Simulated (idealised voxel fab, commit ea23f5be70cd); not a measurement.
process module | voxel trench capacitor
cross-section cut | 285 nm wide | cells 5 nm
A cross-section is a grid of square cells, given in bands from the top down. A band is one or more rows of cells.
Each band's line starts with the height of the band's top and of its bottom, in nm. Then come its materials from left to right, each with its width in nm. One material with "throughout" fills the band from edge to edge. "air" is empty space.
Height 0 is the level under which the wafer as received is all one material. The lowest band goes on downwards, as in "0 down".
A width such as "30 to 40" changes by the same amount from each row of cells to the next, from the band's top row to its bottom row.
"no change" after a step means that no cell of the cross-section changed.
closed voids: empty space of 8 cells or more with no open way to the top, each as width x height at its distance from the left edge, in nm
after a step's settings: what the simulator itself notes on the step
overlay nm, on a step with a mask: how far to the right of its planned place the mask lay; to the left if negative
plan
1 op RECEIVE | material Si
2 op CONFORMAL_DEP | material SiN | thk nm 10
3 op MASKED_ETCH | tone open | mask id TRENCH | width nm 15 | pitch nm 35 | etch materials SiN | depth nm 10 | overlay nm 0
4 op MASKED_ETCH | tone open | mask id TRENCH | width nm 15 | pitch nm 35 | etch materials Si | depth nm 25 | overlay nm 0
5 op CONFORMAL_DEP | material Al2O3 | thk nm 5
6 op FILL_DEP | material polySi | thk nm 10
7 op CMP | height nm 10
first wafer, as planned
as received, after step 1
  0 down: Si throughout
  closed voids: none
after step 2
  10 to 0: SiN throughout
  below 0: unchanged
after step 3
  10 to 0: SiN 115 | air 15 | SiN 20 | air 15 | SiN 120
  below 0: unchanged
after step 4
  10 to 0: SiN 115 | air 15 | SiN 20 | air 15 | SiN 120
  0 to -25: Si 115 | air 15 | Si 20 | air 15 | Si 120
  below -25: unchanged
after step 5
  15 to 10: Al2O3 120 | air 5 | Al2O3 30 | air 5 | Al2O3 125
  10 to 0: SiN 115 | Al2O3 5 | air 5 | Al2O3 5 | SiN 20 | Al2O3 5 | air 5 | Al2O3 5 | SiN 120
  0 to -20: Si 115 | Al2O3 5 | air 5 | Al2O3 5 | Si 20 | Al2O3 5 | air 5 | Al2O3 5 | Si 120
  -20 to -25: Si 115 | Al2O3 15 | Si 20 | Al2O3 15 | Si 120
  below -25: unchanged
after step 6
  25 to 15: polySi throughout
  15 to 10: Al2O3 120 | polySi 5 | Al2O3 30 | polySi 5 | Al2O3 125
  10 to 0: SiN 115 | Al2O3 5 | polySi 5 | Al2O3 5 | SiN 20 | Al2O3 5 | polySi 5 | Al2O3 5 | SiN 120
  0 to -20: Si 115 | Al2O3 5 | polySi 5 | Al2O3 5 | Si 20 | Al2O3 5 | polySi 5 | Al2O3 5 | Si 120
  below -20: unchanged
after step 7
  10 to 0: SiN 115 | Al2O3 5 | polySi 5 | Al2O3 5 | SiN 20 | Al2O3 5 | polySi 5 | Al2O3 5 | SiN 120
  below 0: unchanged
second wafer: like start, like plan, one mistake. Through step 2 it matches the first wafer
when step 3 should have ended
  10 to 0: air 115 | SiN 15 | air 20 | SiN 15 | air 120
  below 0: unchanged
when step 4 should have ended: no change
when step 5 should have ended
  15 to 10: air 110 | Al2O3 25 | air 10 | Al2O3 25 | air 115
  10 to 5: air 110 | Al2O3 5 | SiN 15 | Al2O3 5 | air 10 | Al2O3 5 | SiN 15 | Al2O3 5 | air 115
  5 to 0: Al2O3 115 | SiN 15 | Al2O3 20 | SiN 15 | Al2O3 120
  below 0: unchanged
when step 6 should have ended
  25 to 15: polySi throughout
  15 to 10: polySi 110 | Al2O3 25 | polySi 10 | Al2O3 25 | polySi 115
  10 to 5: polySi 110 | Al2O3 5 | SiN 15 | Al2O3 5 | polySi 10 | Al2O3 5 | SiN 15 | Al2O3 5 | polySi 115
  below 5: unchanged
when step 7 should have ended
  10 to 5: polySi 110 | Al2O3 5 | SiN 15 | Al2O3 5 | polySi 10 | Al2O3 5 | SiN 15 | Al2O3 5 | polySi 115
  below 5: unchanged
what went wrong: step 3 ran as: op MASKED_ETCH | tone cover | mask id TRENCH | width nm 15 | pitch nm 35 | etch materials SiN | depth nm 10 | overlay nm 0
at the end the second wafer has, in cells: 25 more of Al2O3 | 30 more of Si | 90 fewer of SiN | 35 more of polySi
